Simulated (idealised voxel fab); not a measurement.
Process module name: voxel self aligned contacts
This is section cut - it's 200 nm across, gridded in 5 nm square cells.
This document writes a cross-section as a grid whose cells are square, and gives it as bands, listed from the top down; one or more rows of cells form a band.
Top, bottom (nm), then materials left to right with widths (nm); lone material tagged "all across" fills the whole band edge to edge; "air" = empty space.
Note: height 0 marks the level under which the wafer is uniformly one material as received. Lowest band unbounded below, written "0 -> down".
Graded width ("30 to 40"): value in top row of band = first number; value in bottom row = second number; row-to-row change constant.
For the purposes of this document, the phrase "nothing changed" attached to a step denotes that no cell within the cross-section was modified by that step.
"Closed void inventory" contains a list of empty spaces, each no smaller than 8 cells and without an open way to the top, written in the form width x height at distance with the distance from the left edge and all three in nm.
after a step's settings: what the simulator itself notes on the step
What "overlay nm" on a step's line means: if the step has a mask, that mask lay this far to the right of its planned place, or, when the value is negative, to the left.
**The process steps that were planned are listed below**
step 1: op RECEIVE | material Si
step 2: op OXIDIZE | depth nm 5
step 3: op DIRECTIONAL_DEP | material polySi | thk nm 30
step 4: op DIRECTIONAL_DEP | material SiN | thk nm 20
step 5: op MASKED_ETCH | tone cover | mask id GATE | width nm 30 | pitch nm 65 | etch materials SiN | depth nm 20 | overlay nm 0
step 6: op MASKED_ETCH | tone cover | mask id GATE | width nm 30 | pitch nm 65 | etch materials polySi | depth nm 30 | overlay nm 0
step 7: op CONFORMAL_DEP | material SiN | thk nm 10
step 8: op DIRECTIONAL_ETCH | etch materials SiN | depth nm 10
step 9: op FILL_DEP | material SiO2 | thk nm 20
step 10: op CMP | height nm 60
step 11: op PATTERN | tone open | mask id CONTACT | material resist | width nm 45 | thk nm 20 | overlay nm 0
step 12: op DIRECTIONAL_ETCH | etch materials SiO2 | depth nm 65
step 13: op STRIP | etch materials resist
step 14: op CONFORMAL_DEP | material TiN | thk nm 5
step 15: op FILL_DEP | material W | thk nm 10
step 16: op CMP | height nm 60
step 17: op CONFORMAL_DEP | material SiN | thk nm 5
**Cross-section of the incoming wafer, state after step 1**
> 0 -> down | Si all across
> Closed void inventory: none
**One mistake in running the module, otherwise start and plan as above: cross-section at the end**
> 65 -> 60 | SiN all across
> 60 -> 55 | SiO2: 75 | TiN: 5 | W: 35 | TiN: 5 | SiO2: 80
> 55 -> 50 | SiO2: 75 | TiN: 45 | SiO2: 80
> 50 -> 30 | W all across
> 30 -> 0 | polySi all across
> 0 -> -5 | SiO2 all across
> -5 -> down | Si all across
> Closed void inventory: none
what went wrong: step 4 ran differently from the plan; actual operation with settings: op DIRECTIONAL_DEP | material W | thk nm 20
